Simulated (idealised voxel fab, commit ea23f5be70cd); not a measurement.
Title: Process Module voxel air gaps
265 nm wide, 5 nm square cells: that's cross-section cut.
For the purposes of this document, a cross-section shall be understood as a grid of square cells, specified as bands listed in top-to-bottom order, each band consisting of one or more rows of cells.
The band entry comprises the height of the band's top followed by the height of its bottom, expressed in nm, and subsequently the band's materials from left to right, each stated together with its width in nm. Where a single material is marked with the word "edge to edge", that material fills the band from edge to edge. The word "empty" represents empty space.
All heights in this document are referenced to 0, defined as the level beneath which the wafer, as received, consists entirely of one material. The lowest band is not bounded below; it extends indefinitely downward and is written in the form "0 -> down".
The width entry "30 to 40" should be interpreted row by row: the top row of cells in the band takes the first number, the bottom row takes the second number, and the change between adjacent rows is uniform throughout.
Given "changes: none" for a step, no cell of the cross-section differs between before and after that step.
"Sealed cavities": empty spaces of 8 cells or more with no open way to the top, each given as width x height at distance, distance from the left edge, all in nm.
Formally, on a step line, whatever follows the settings is a remark that the simulator itself makes on the step.
"overlay nm", when on a step's line for a step with a mask, measures how far to the right of its planned place the mask lay; a negative measure means to the left.
### Listed below are the process steps as planned
1) RECEIVE with material Si
2) CONFORMAL_DEP with material SiO2, thk nm 10
3) CONFORMAL_DEP with material SiN, thk nm 5
4) DIRECTIONAL_DEP with material lowk, thk nm 30
5) PATTERN with tone open, mask id LINES, material resist, width nm 25, pitch nm 50, thk nm 15, overlay nm 0
6) DIRECTIONAL_ETCH with etch materials lowk, depth nm 30
7) STRIP with etch materials resist
8) CONFORMAL_DEP with material TiN, thk nm 5
9) FILL_DEP with material Ru, thk nm 10
10) CMP with height nm 45
11) EPI with material Ru, thk nm 10
12) SELECTIVE_ETCH with etch materials lowk, depth nm 40
13) CONFORMAL_DEP with material SiCN, thk nm 5
### Cross-section of the wafer at receipt, which is the condition after step 1
* 0 -> down = Si edge to edge
* Sealed cavities: none
### First wafer of two, sectioned at end of module; run went per plan
* 60 -> 55 = 30 of empty; 205 of SiCN; 30 of empty
* 55 -> 45 = 30 of empty; 5 of SiCN; 45 of Ru; 5 of SiCN; 45 of Ru; 5 of SiCN; 45 of Ru; 5 of SiCN; 45 of Ru; 5 of SiCN; 30 of empty
* 45 -> 40 = 30 of empty; 15 of SiCN; 5 of TiN; 15 of Ru; 5 of TiN; 25 of SiCN; 5 of TiN; 15 of Ru; 5 of TiN; 25 of SiCN; 5 of TiN; 15 of Ru; 5 of TiN; 25 of SiCN; 5 of TiN; 15 of Ru; 5 of TiN; 15 of SiCN; 30 of empty
* 40 -> 20 = 40 of empty; 5 of SiCN; 5 of TiN; 15 of Ru; 5 of TiN; 5 of SiCN; 15 of empty; 5 of SiCN; 5 of TiN; 15 of Ru; 5 of TiN; 5 of SiCN; 15 of empty; 5 of SiCN; 5 of TiN; 15 of Ru; 5 of TiN; 5 of SiCN; 15 of empty; 5 of SiCN; 5 of TiN; 15 of Ru; 5 of TiN; 5 of SiCN; 40 of empty
* 20 -> 15 = 45 of SiCN; 25 of TiN; 25 of SiCN; 25 of TiN; 25 of SiCN; 25 of TiN; 25 of SiCN; 25 of TiN; 45 of SiCN
* 15 -> 10 = SiN edge to edge
* 10 -> 0 = SiO2 edge to edge
* 0 -> down = Si edge to edge
* Sealed cavities: 15 x 20 at 75; 15 x 20 at 125; 15 x 20 at 175
### Module end: cross-section of wafer two of two. Same start and process plan as the first wafer. One mistake during execution
* 70 -> 65 = 20 of empty; 225 of SiCN; 20 of empty
* 65 -> 45 = 20 of empty; 5 of SiCN; 215 of Ru; 5 of SiCN; 20 of empty
* 45 -> 40 = 20 of empty; 25 of SiCN; 5 of TiN; 15 of Ru; 5 of TiN; 25 of lowk; 5 of TiN; 15 of Ru; 5 of TiN; 25 of lowk; 5 of TiN; 15 of Ru; 5 of TiN; 25 of lowk; 5 of TiN; 15 of Ru; 5 of TiN; 25 of SiCN; 20 of empty
* 40 -> 20 = 40 of empty; 5 of SiCN; 5 of TiN; 15 of Ru; 5 of TiN; 25 of lowk; 5 of TiN; 15 of Ru; 5 of TiN; 25 of lowk; 5 of TiN; 15 of Ru; 5 of TiN; 25 of lowk; 5 of TiN; 15 of Ru; 5 of TiN; 5 of SiCN; 40 of empty
* 20 -> 15 = 45 of SiCN; 25 of TiN; 25 of lowk; 25 of TiN; 25 of lowk; 25 of TiN; 25 of lowk; 25 of TiN; 45 of SiCN
* 15 -> 10 = SiN edge to edge
* 10 -> 0 = SiO2 edge to edge
* 0 -> down = Si edge to edge
* Sealed cavities: none
Which mistake was made when the wafer was run? step 11 of the plan saw execution twice
Looking at both finished wafers in cells, the second ends up ahead of or behind the first on some materials: Ru: 100 more; SiCN: 48 fewer; lowk: 90 more
Heads up: the first wafer ends with 3 closed voids, the second with 0.
